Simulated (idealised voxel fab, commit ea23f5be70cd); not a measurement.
process module | voxel local oxidation
cross-section cut | 240 nm wide | cells 5 nm
A cross-section is a grid of square cells, given in bands from the top down. A band is one or more rows of cells.
Each band's line starts with the height of the band's top and of its bottom, in nm. Then come its materials from left to right, each with its width in nm. One material with "throughout" fills the band from edge to edge. "air" is empty space.
Height 0 is the level under which the wafer as received is all one material. The lowest band goes on downwards, as in "0 down".
A width such as "30 to 40" changes by the same amount from each row of cells to the next, from the band's top row to its bottom row.
"no change" after a step means that no cell of the cross-section changed.
closed voids: empty space of 8 cells or more with no open way to the top, each as width x height at its distance from the left edge, in nm
after a step's settings: what the simulator itself notes on the step
overlay nm, on a step with a mask: how far to the right of its planned place the mask lay; to the left if negative
plan
1 op RECEIVE | material Si
2 op OXIDIZE | depth nm 5
3 op CONFORMAL_DEP | material SiN | thk nm 15
4 op MASKED_ETCH | tone cover | mask id ACTIVE | width nm 115 | etch materials SiN | depth nm 15 | overlay nm 0
5 op SELECTIVE_ETCH | etch materials SiO2 | depth nm 5
6 op OXIDIZE | depth nm 10
7 op STRIP | etch materials SiN
first wafer, as planned
as received, after step 1
  0 down: Si throughout
  closed voids: none
after step 2
  0 to -5: SiO2 throughout
  below -5: unchanged
after step 3
  15 to 0: SiN throughout
  below 0: unchanged
after step 4
  15 to 0: air 60 | SiN 115 | air 65
  below 0: unchanged
after step 5
  15 to 0: air 60 | SiN 115 | air 65
  0 to -5: air 65 | SiO2 105 | air 70
  below -5: unchanged
after step 6
  15 to 0: air 60 | SiN 115 | air 65
  0 to -5: air 65 | SiO2 105 | air 70
  -5 to -15: SiO2 75 | Si 85 | SiO2 80
  below -15: unchanged
after step 7
  0 to -5: air 65 | SiO2 105 | air 70
  below -5: unchanged
second wafer: like start, like plan, one mistake. Through step 2 it matches the first wafer
when step 3 should have ended
  15 to -5: SiO2 throughout
  below -5: unchanged
when step 4 should have ended: no change
when step 5 should have ended
  10 to -5: SiO2 throughout
  below -5: unchanged
when step 6 should have ended: no change
when step 7 should have ended: no change
what went wrong: step 3 ran as: op CONFORMAL_DEP | material SiO2 | thk nm 15
at the end the second wafer has, in cells: 62 more of Si | 61 more of SiO2
